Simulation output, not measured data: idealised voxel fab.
Process module heading - voxel lift off
cross-section cut | 215 nm wide | cells 5 nm
Square cells in a grid make up a cross-section in this document, and the grid is given as bands, listed from the top down, each one or more rows of cells. For a band, the entry starts with two heights in nm, that of the top and then that of the bottom, and carries on with the band's materials in order from left to right, each alongside its width in nm; the word "everywhere" beside a single material means it fills the band edge to edge, and "air" means empty space. Below 0: as-received wafer, all one material; heights counted from there. Lowest band: no bottom, goes on down, written "0 and below". The expression "30 to 40" gives the width at the extremes of the band, the first number at its top row of cells and the second at its bottom row, with the width changing by equal amounts from each row to the next in between. For the purposes of this document, the phrase "no modification" attached to a step denotes that no cell within the cross-section was modified by that step. "Fully sealed cavities" enumerates empty spaces isolated from the top, with no open way to it, that contain at least 8 cells, giving each as width x height at distance from the left edge, all three in nm. Read whatever lies past the settings on a step's line as the simulator's own remark about the step. overlay nm, on a step with a mask: how far to the right of its planned place the mask lay; to the left if negative.

**Here's what the planned process steps look like**
| 1 | RECEIVE, material Si |
| 2 | CONFORMAL_DEP, material SiN, thk nm 5 |
| 3 | PATTERN, tone open, mask id LINES, material resist, width nm 25, pitch nm 50, thk nm 25, overlay nm 0 |
| 4 | DIRECTIONAL_DEP, material Ru, thk nm 15 |
| 5 | STRIP, etch materials resist |
| 6 | CONFORMAL_DEP, material SiN, thk nm 5 |

**So this is the incoming wafer in cross-section - it's already been through step 1**
  0 and below: Si everywhere
  Fully sealed cavities: none

**Cross-section taken at module completion on the first of two wafers; processed per the plan**
  25 down to 20: air 15, SiN 35, air 15, SiN 35, air 15, SiN 35, air 15, SiN 35, air 15
  20 down to 10: air 15, SiN 5, Ru 25, SiN 5, air 15, SiN 5, Ru 25, SiN 5, air 15, SiN 5, Ru 25, SiN 5, air 15, SiN 5, Ru 25, SiN 5, air 15
  10 down to 5: SiN 20, Ru 25, SiN 25, Ru 25, SiN 25, Ru 25, SiN 25, Ru 25, SiN 20
  5 down to 0: SiN everywhere
  0 and below: Si everywhere
  Fully sealed cavities: none

**Cross-sectional view of the second of two wafers upon completion of the module. This wafer shared its starting condition and process plan with the first; one error was made during its execution**
  20 down to 5: air 20, Ru 25, air 25, Ru 25, air 25, Ru 25, air 25, Ru 25, air 20
  5 down to 0: SiN everywhere
  0 and below: Si everywhere
  Fully sealed cavities: none
What was done differently from what was planned? step 6 of the plan never got run, it was skipped over
End of process, cell counts, second wafer against first, materials with more or fewer: 67 fewer of SiN
